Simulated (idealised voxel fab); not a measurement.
A process module follows: voxel wiring stack.
Section shown: cut. Width: 175 nm. Cell size: 5 nm, square.
A cross-section is a grid of square cells, given in bands from the top down. A band is one or more rows of cells. Basically the band line says how high the top is and how high the bottom is, in nm, and then what's in it from left to right, every material with its width in nm. Empty space shows up as "air", and if a single material carries "full width" it runs the full band edge to edge. Height datum 0, below which the as-received substrate wafer is one material. Lowest band open at the bottom, running downward: "0 nm and below". The two numbers in a width such as "30->40" mark its ends across the band: the first belongs to the top row of cells, the second to the bottom row, and from each row to the next the width moves by the same amount. Step marked "no alterations made"? Then no cell in the cross-section changed in it. Closed empty spaces (no open way to the top) of 8 cells or more are what "Closed internal voids" lists, each as width x height at distance from the left edge, nm for all three. That trailing text on a step's line, after the settings, is the simulator's own remark on the step. overlay nm: on a step with a mask, how far right of its planned place the mask lay; negative means left.

# This section lists the process steps that were planned
step 1: RECEIVE [material Si]
step 2: CONFORMAL_DEP [material SiO2] [thk nm 15]
step 3: DIRECTIONAL_DEP [material TiN] [thk nm 5]
step 4: DIRECTIONAL_DEP [material W] [thk nm 15]
step 5: DIRECTIONAL_DEP [material aC] [thk nm 10]
step 6: PATTERN [tone cover] [mask id METAL_1] [material resist] [width nm 25] [pitch nm 55] [thk nm 25] [overlay nm 0]
step 7: DIRECTIONAL_ETCH [etch materials aC] [depth nm 10]
step 8: STRIP [etch materials resist]
step 9: DIRECTIONAL_ETCH [etch materials W] [depth nm 15]
step 10: DIRECTIONAL_ETCH [etch materials TiN] [depth nm 5]
step 11: STRIP [etch materials aC]
step 12: CONFORMAL_DEP [material SiCN] [thk nm 5]
step 13: FILL_DEP [material SiO2] [thk nm 5]
step 14: CMP [height nm 35]
step 15: CONFORMAL_DEP [material SiCN] [thk nm 5]
step 16: DIRECTIONAL_DEP [material lowk] [thk nm 30]
step 17: MASKED_ETCH [tone open] [mask id METAL_2_HOLES] [width nm 15] [etch materials lowk] [depth nm 30] [overlay nm 0]
step 18: MASKED_ETCH [tone open] [mask id METAL_2] [width nm 25] [pitch nm 55] [etch materials lowk] [depth nm 20] [overlay nm 0]
step 19: MASKED_ETCH [tone open] [mask id METAL_2] [width nm 25] [pitch nm 55] [etch materials SiCN] [depth nm 5] [overlay nm 0]
step 20: CONFORMAL_DEP [material TiN] [thk nm 5]
step 21: FILL_DEP [material Cu] [thk nm 10]
step 22: CMP [height nm 70]
step 23: CONFORMAL_DEP [material SiN] [thk nm 5]

# Cross-section of the wafer at receipt, which is the condition after step 1
0 nm and below: Si full width
Closed internal voids: none

# This is how the wafer looks in cross-section once the module is done, given the starting state and plan above and one mistake in carrying the plan out
75 nm to 70 nm: SiN full width
70 nm to 55 nm: 45 of lowk; 5 of TiN; 15 of Cu; 5 of TiN; 30 of lowk; 5 of TiN; 15 of Cu; 5 of TiN; 50 of lowk
55 nm to 50 nm: 45 of lowk; 5 of TiN; 5 of Cu; 15 of TiN; 30 of lowk; 25 of TiN; 50 of lowk
50 nm to 40 nm: 45 of lowk; 5 of TiN; 5 of Cu; 5 of TiN; 115 of lowk
40 nm to 35 nm: 45 of SiCN; 15 of TiN; 115 of SiCN
35 nm to 20 nm: 45 of W; 5 of SiCN; 15 of SiO2; 5 of SiCN; 30 of W; 5 of SiCN; 15 of SiO2; 5 of SiCN; 50 of W
20 nm to 15 nm: 45 of TiN; 25 of SiCN; 30 of TiN; 25 of SiCN; 50 of TiN
15 nm to 0 nm: SiO2 full width
0 nm and below: Si full width
Closed internal voids: none
What was done differently from what was planned? step 6 was processed under conditions differing from the plan, specifically as PATTERN [tone open] [mask id METAL_1] [material resist] [width nm 25] [pitch nm 55] [thk nm 25] [overlay nm 0]
